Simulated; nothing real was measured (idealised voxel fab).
Module name: voxel wiring stack (process module)
cross-section cut | 185 nm wide | cells 5 nm
Cross-section, as written here: a square-cell grid given band by band from the top down, where a band holds one or more rows of cells.
This entry defines a band. It first specifies the height of the band's top and the height of its bottom in nm, and then specifies the band's materials from left to right, stating each material with its width in nm. The word "everywhere" identifies a single material that fills the band from edge to edge, while the word "blank" identifies empty space.
Below 0: as-received wafer, all one material; heights counted from there. Lowest band: no bottom, goes on down, written "z 0 and below".
Width spec "30 to 40" -> top row of cells at first value, bottom row at second value, equal per-row change in between.
Any step labelled "same as before" changed none of the cells in the cross-section.
"Cavities, sealed" enumerates empty spaces isolated from the top, with no open way to it, that contain at least 8 cells, giving each as width x height at distance from the left edge, all three in nm.
Anything after a step's settings on that line? It's the simulator's own note about the step.
Each step line may optionally specify "overlay nm", which for a step with a mask gives the rightward distance between the mask's planned place and where it lay, a negative value indicating the leftward direction.
Reading key. Pairs: pre-step and post-step cross-section, one process step apart; post-step view only to lowest changed band. Step between + settings: beneath pair. Runs: pairs may be from different runs of this module, same starting wafer. Continuation from pair above: only where "Before processing step" entry says.

Before processing step:
* z 70 to 50  SiO2=20, blank=25, SiO2=15, blank=25, SiO2=15, blank=25, SiO2=15, blank=25, SiO2=20
* z 50 to 40  SiO2=25, blank=15, SiO2=65, blank=15, SiO2=65
* z 40 to 35  SiCN everywhere
* z 35 to 15  SiO2=20, TiN=5, Cu=15, TiN=5, SiO2=15, TiN=5, Cu=15, TiN=5, SiO2=15, TiN=5, Cu=15, TiN=5, SiO2=15, TiN=5, Cu=15, TiN=5, SiO2=20
* z 15 to 10  SiCN=20, TiN=25, SiCN=15, TiN=25, SiCN=15, TiN=25, SiCN=15, TiN=25, SiCN=20
* z 10 to 0  SiO2 everywhere
* z 0 and below  Si everywhere
* Cavities, sealed: none

Post-Step Geometry:
* z 70 to 50  SiO2=20, blank=25, SiO2=15, blank=25, SiO2=15, blank=25, SiO2=15, blank=25, SiO2=20
* z 50 to 40  SiO2=25, blank=15, SiO2=65, blank=15, SiO2=65
* z 40 to 35  SiCN=25, blank=15, SiCN=65, blank=15, SiCN=65
* Under the height 35 nothing was changed.
* Cavities, sealed: none
Intermediate step for the cross-sections above: op MASKED_ETCH | tone open | mask id METAL_2 | width nm 25 | pitch nm 40 | etch materials SiCN | depth nm 5 | overlay nm 0

Before processing step: no separate figure, the pair right above already shows it after its step.

Post-Step Geometry:
* z 75 to 70  TiN=25, blank=15, TiN=25, blank=15, TiN=25, blank=15, TiN=25, blank=15, TiN=25
* z 70 to 55  SiO2=20, TiN=5, blank=15, TiN=5, SiO2=15, TiN=5, blank=15, TiN=5, SiO2=15, TiN=5, blank=15, TiN=5, SiO2=15, TiN=5, blank=15, TiN=5, SiO2=20
* z 55 to 50  SiO2=20, TiN=10, blank=5, TiN=10, SiO2=15, TiN=25, SiO2=15, TiN=10, blank=5, TiN=10, SiO2=15, TiN=25, SiO2=20
* z 50 to 40  SiO2=25, TiN=5, blank=5, TiN=5, SiO2=65, TiN=5, blank=5, TiN=5, SiO2=65
* z 40 to 35  SiCN=25, TiN=15, SiCN=65, TiN=15, SiCN=65
* Under the height 35 nothing was changed.
* Cavities, sealed: none
Intermediate step for the cross-sections above: op CONFORMAL_DEP | material TiN | thk nm 5

Before processing step: no separate figure, the pair right above already shows it after its step.

Post-Step Geometry:
* z 85 to 75  Cu everywhere
* z 75 to 70  TiN=25, Cu=15, TiN=25, Cu=15, TiN=25, Cu=15, TiN=25, Cu=15, TiN=25
* z 70 to 55  SiO2=20, TiN=5, Cu=15, TiN=5, SiO2=15, TiN=5, Cu=15, TiN=5, SiO2=15, TiN=5, Cu=15, TiN=5, SiO2=15, TiN=5, Cu=15, TiN=5, SiO2=20
* z 55 to 50  SiO2=20, TiN=10, Cu=5, TiN=10, SiO2=15, TiN=25, SiO2=15, TiN=10, Cu=5, TiN=10, SiO2=15, TiN=25, SiO2=20
* z 50 to 40  SiO2=25, TiN=5, Cu=5, TiN=5, SiO2=65, TiN=5, Cu=5, TiN=5, SiO2=65
* Under the height 40 nothing was changed.
* Cavities, sealed: none
Intermediate step for the cross-sections above: op FILL_DEP | material Cu | thk nm 10

Before processing step: no separate figure, the pair right above already shows it after its step.

Post-Step Geometry:
* z 70 to 55  SiO2=20, TiN=5, Cu=15, TiN=5, SiO2=15, TiN=5, Cu=15, TiN=5, SiO2=15, TiN=5, Cu=15, TiN=5, SiO2=15, TiN=5, Cu=15, TiN=5, SiO2=20
* Under the height 55 nothing was changed.
* Cavities, sealed: none
Intermediate step for the cross-sections above: op CMP | height nm 70

Before processing step: no separate figure, the pair right above already shows it after its step.

Post-Step Geometry:
* z 75 to 70  SiN everywhere
* Under the height 70 nothing was changed.
* Cavities, sealed: none
Intermediate step for the cross-sections above: op CONFORMAL_DEP | material SiN | thk nm 5

Before processing step:
* z 70 to 50  SiO2=20, blank=25, SiO2=15, blank=25, SiO2=15, blank=25, SiO2=15, blank=25, SiO2=20
* z 50 to 40  SiO2=20, blank=15, SiO2=65, blank=15, SiO2=70
* z 40 to 35  SiCN=20, blank=15, SiCN=65, blank=15, SiCN=70
* z 35 to 15  SiO2=20, TiN=5, Cu=15, TiN=5, SiO2=15, TiN=5, Cu=15, TiN=5, SiO2=15, TiN=5, Cu=15, TiN=5, SiO2=15, TiN=5, Cu=15, TiN=5, SiO2=20
* z 15 to 10  SiCN=20, TiN=25, SiCN=15, TiN=25, SiCN=15, TiN=25, SiCN=15, TiN=25, SiCN=20
* z 10 to 0  SiO2 everywhere
* z 0 and below  Si everywhere
* Cavities, sealed: none

Post-Step Geometry:
* z 75 to 70  SiCN=25, blank=15, SiCN=25, blank=15, SiCN=25, blank=15, SiCN=25, blank=15, SiCN=25
* z 70 to 55  SiO2=20, SiCN=5, blank=15, SiCN=5, SiO2=15, SiCN=5, blank=15, SiCN=5, SiO2=15, SiCN=5, blank=15, SiCN=5, SiO2=15, SiCN=5, blank=15, SiCN=5, SiO2=20
* z 55 to 50  SiO2=20, SiCN=5, blank=5, SiCN=15, SiO2=15, SiCN=25, SiO2=15, SiCN=5, blank=5, SiCN=15, SiO2=15, SiCN=25, SiO2=20
* z 50 to 40  SiO2=20, SiCN=5, blank=5, SiCN=5, SiO2=65, SiCN=5, blank=5, SiCN=5, SiO2=70
* z 40 to 35  SiCN everywhere
* Under the height 35 nothing was changed.
* Cavities, sealed: none
Intermediate step for the cross-sections above: op CONFORMAL_DEP | material SiCN | thk nm 5

Before processing step: no separate figure, the pair right above already shows it after its step.

Post-Step Geometry:
* z 85 to 75  Cu everywhere
* z 75 to 70  SiCN=25, Cu=15, SiCN=25, Cu=15, SiCN=25, Cu=15, SiCN=25, Cu=15, SiCN=25
* z 70 to 55  SiO2=20, SiCN=5, Cu=15, SiCN=5, SiO2=15, SiCN=5, Cu=15, SiCN=5, SiO2=15, SiCN=5, Cu=15, SiCN=5, SiO2=15, SiCN=5, Cu=15, SiCN=5, SiO2=20
* z 55 to 50  SiO2=20, SiCN=5, Cu=5, SiCN=15, SiO2=15, SiCN=25, SiO2=15, SiCN=5, Cu=5, SiCN=15, SiO2=15, SiCN=25, SiO2=20
* z 50 to 40  SiO2=20, SiCN=5, Cu=5, SiCN=5, SiO2=65, SiCN=5, Cu=5, SiCN=5, SiO2=70
* Under the height 40 nothing was changed.
* Cavities, sealed: none
Intermediate step for the cross-sections above: op FILL_DEP | material Cu | thk nm 10

Before processing step: no separate figure, the pair right above already shows it after its step.

Post-Step Geometry:
* z 70 to 55  SiO2=20, SiCN=5, Cu=15, SiCN=5, SiO2=15, SiCN=5, Cu=15, SiCN=5, SiO2=15, SiCN=5, Cu=15, SiCN=5, SiO2=15, SiCN=5, Cu=15, SiCN=5, SiO2=20
* Under the height 55 nothing was changed.
* Cavities, sealed: none
Intermediate step for the cross-sections above: op CMP | height nm 70

Before processing step: no separate figure, the pair right above already shows it after its step.

Post-Step Geometry:
* z 75 to 70  SiN everywhere
* Under the height 70 nothing was changed.
* Cavities, sealed: none
Intermediate step for the cross-sections above: op CONFORMAL_DEP | material SiN | thk nm 5

Before processing step:
* z 35 to 15  SiO2 everywhere
* z 15 to 10  SiCN everywhere
* z 10 to 0  SiO2 everywhere
* z 0 and below  Si everywhere
* Cavities, sealed: none

Post-Step Geometry:
* z 50 to 35  blank=20, resist=25, blank=15, resist=25, blank=15, resist=25, blank=15, resist=25, blank=20
* Under the height 35 nothing was changed.
* Cavities, sealed: none
Intermediate step for the cross-sections above: op PATTERN | tone cover | mask id METAL_1 | material resist | width nm 25 | pitch nm 40 | thk nm 15 | overlay nm 0

Before processing step: no separate figure, the pair right above already shows it after its step.

Post-Step Geometry:
* z 50 to 35  blank=20, resist=25, blank=15, resist=25, blank=15, resist=25, blank=15, resist=25, blank=20
* z 35 to 15  blank=20, SiO2=25, blank=15, SiO2=25, blank=15, SiO2=25, blank=15, SiO2=25, blank=20
* Under the height 15 nothing was changed.
* Cavities, sealed: none
Intermediate step for the cross-sections above: op DIRECTIONAL_ETCH | etch materials SiO2 | depth nm 20

Before processing step: no separate figure, the pair right above already shows it after its step.

Post-Step Geometry:
* z 50 to 35  blank=20, resist=25, blank=15, resist=25, blank=15, resist=25, blank=15, resist=25, blank=20
* z 35 to 15  blank=20, SiO2=25, blank=15, SiO2=25, blank=15, SiO2=25, blank=15, SiO2=25, blank=20
* z 15 to 10  blank=20, SiCN=25, blank=15, SiCN=25, blank=15, SiCN=25, blank=15, SiCN=25, blank=20
* Under the height 10 nothing was changed.
* Cavities, sealed: none
Intermediate step for the cross-sections above: op DIRECTIONAL_ETCH | etch materials SiCN | depth nm 5

Before processing step: no separate figure, the pair right above already shows it after its step.

Post-Step Geometry:
* z 35 to 15  blank=20, SiO2=25, blank=15, SiO2=25, blank=15, SiO2=25, blank=15, SiO2=25, blank=20
* Under the height 15 nothing was changed.
* Cavities, sealed: none
Intermediate step for the cross-sections above: op STRIP | etch materials resist

Before processing step: no separate figure, the pair right above already shows it after its step.

Post-Step Geometry:
* z 40 to 35  blank=15, TiN=35, blank=5, TiN=35, blank=5, TiN=35, blank=5, TiN=35, blank=15
* z 35 to 15  blank=15, TiN=5, SiO2=25, TiN=5, blank=5, TiN=5, SiO2=25, TiN=5, blank=5, TiN=5, SiO2=25, TiN=5, blank=5, TiN=5, SiO2=25, TiN=5, blank=15
* z 15 to 10  TiN=20, SiCN=25, TiN=15, SiCN=25, TiN=15, SiCN=25, TiN=15, SiCN=25, TiN=20
* Under the height 10 nothing was changed.
* Cavities, sealed: none
Intermediate step for the cross-sections above: op CONFORMAL_DEP | material TiN | thk nm 5

Before processing step: no separate figure, the pair right above already shows it after its step.

Post-Step Geometry:
* z 45 to 40  Cu everywhere
* z 40 to 35  Cu=15, TiN=35, Cu=5, TiN=35, Cu=5, TiN=35, Cu=5, TiN=35, Cu=15
* z 35 to 15  Cu=15, TiN=5, SiO2=25, TiN=5, Cu=5, TiN=5, SiO2=25, TiN=5, Cu=5, TiN=5, SiO2=25, TiN=5, Cu=5, TiN=5, SiO2=25, TiN=5, Cu=15
* Under the height 15 nothing was changed.
* Cavities, sealed: none
Intermediate step for the cross-sections above: op FILL_DEP | material Cu | thk nm 5

Before processing step: no separate figure, the pair right above already shows it after its step.

Post-Step Geometry:
* z 35 to 15  Cu=15, TiN=5, SiO2=25, TiN=5, Cu=5, TiN=5, SiO2=25, TiN=5, Cu=5, TiN=5, SiO2=25, TiN=5, Cu=5, TiN=5, SiO2=25, TiN=5, Cu=15
* Under the height 15 nothing was changed.
* Cavities, sealed: none
Intermediate step for the cross-sections above: op CMP | height nm 35

Before processing step: no separate figure, the pair right above already shows it after its step.

Post-Step Geometry:
* z 40 to 35  SiCN everywhere
* Under the height 35 nothing was changed.
* Cavities, sealed: none
Intermediate step for the cross-sections above: op CONFORMAL_DEP | material SiCN | thk nm 5

Before processing step: no separate figure, the pair right above already shows it after its step.

Post-Step Geometry:
* z 70 to 40  SiO2 everywhere
* Under the height 40 nothing was changed.
* Cavities, sealed: none
Intermediate step for the cross-sections above: op DIRECTIONAL_DEP | material SiO2 | thk nm 30

Before processing step: no separate figure, the pair right above already shows it after its step.

Post-Step Geometry:
* z 70 to 40  SiO2=20, blank=15, SiO2=65, blank=15, SiO2=70
* Under the height 40 nothing was changed.
* Cavities, sealed: none
Intermediate step for the cross-sections above: op MASKED_ETCH | tone open | mask id METAL_2_HOLES | width nm 15 | pitch nm 80 | etch materials SiO2 | depth nm 30 | overlay nm 0

Before processing step: no separate figure, the pair right above already shows it after its step.

Post-Step Geometry:
* z 70 to 50  SiO2=20, blank=25, SiO2=15, blank=25, SiO2=15, blank=25, SiO2=15, blank=25, SiO2=20
* Under the height 50 nothing was changed.
* Cavities, sealed: none
Intermediate step for the cross-sections above: op MASKED_ETCH | tone open | mask id METAL_2 | width nm 25 | pitch nm 40 | etch materials SiO2 | depth nm 20 | overlay nm 0

Before processing step: no separate figure, the pair right above already shows it after its step.

Post-Step Geometry:
* z 70 to 50  SiO2=20, blank=25, SiO2=15, blank=25, SiO2=15, blank=25, SiO2=15, blank=25, SiO2=20
* z 50 to 40  SiO2=20, blank=15, SiO2=65, blank=15, SiO2=70
* z 40 to 35  SiCN=20, blank=15, SiCN=65, blank=15, SiCN=70
* Under the height 35 nothing was changed.
* Cavities, sealed: none
Intermediate step for the cross-sections above: op MASKED_ETCH | tone open | mask id METAL_2 | width nm 25 | pitch nm 40 | etch materials SiCN | depth nm 5 | overlay nm 0

Before processing step: no separate figure, the pair right above already shows it after its step.

Post-Step Geometry:
* z 75 to 70  TiN=25, blank=15, TiN=25, blank=15, TiN=25, blank=15, TiN=25, blank=15, TiN=25
* z 70 to 55  SiO2=20, TiN=5, blank=15, TiN=5, SiO2=15, TiN=5, blank=15, TiN=5, SiO2=15, TiN=5, blank=15, TiN=5, SiO2=15, TiN=5, blank=15, TiN=5, SiO2=20
* z 55 to 50  SiO2=20, TiN=5, blank=5, TiN=15, SiO2=15, TiN=25, SiO2=15, TiN=5, blank=5, TiN=15, SiO2=15, TiN=25, SiO2=20
* z 50 to 40  SiO2=20, TiN=5, blank=5, TiN=5, SiO2=65, TiN=5, blank=5, TiN=5, SiO2=70
* z 40 to 35  SiCN=20, TiN=15, SiCN=65, TiN=15, SiCN=70
* Under the height 35 nothing was changed.
* Cavities, sealed: none
Intermediate step for the cross-sections above: op CONFORMAL_DEP | material TiN | thk nm 5

Before processing step: no separate figure, the pair right above already shows it after its step.

Post-Step Geometry:
* z 85 to 75  Cu everywhere
* z 75 to 70  TiN=25, Cu=15, TiN=25, Cu=15, TiN=25, Cu=15, TiN=25, Cu=15, TiN=25
* z 70 to 55  SiO2=20, TiN=5, Cu=15, TiN=5, SiO2=15, TiN=5, Cu=15, TiN=5, SiO2=15, TiN=5, Cu=15, TiN=5, SiO2=15, TiN=5, Cu=15, TiN=5, SiO2=20
* z 55 to 50  SiO2=20, TiN=5, Cu=5, TiN=15, SiO2=15, TiN=25, SiO2=15, TiN=5, Cu=5, TiN=15, SiO2=15, TiN=25, SiO2=20
* z 50 to 40  SiO2=20, TiN=5, Cu=5, TiN=5, SiO2=65, TiN=5, Cu=5, TiN=5, SiO2=70
* Under the height 40 nothing was changed.
* Cavities, sealed: none
Intermediate step for the cross-sections above: op FILL_DEP | material Cu | thk nm 10

Before processing step: no separate figure, the pair right above already shows it after its step.

Post-Step Geometry:
* z 70 to 55  SiO2=20, TiN=5, Cu=15, TiN=5, SiO2=15, TiN=5, Cu=15, TiN=5, SiO2=15, TiN=5, Cu=15, TiN=5, SiO2=15, TiN=5, Cu=15, TiN=5, SiO2=20
* Under the height 55 nothing was changed.
* Cavities, sealed: none
Intermediate step for the cross-sections above: op CMP | height nm 70

Before processing step: no separate figure, the pair right above already shows it after its step.

Post-Step Geometry:
* z 75 to 70  SiN everywhere
* Under the height 70 nothing was changed.
* Cavities, sealed: none
Intermediate step for the cross-sections above: op CONFORMAL_DEP | material SiN | thk nm 5
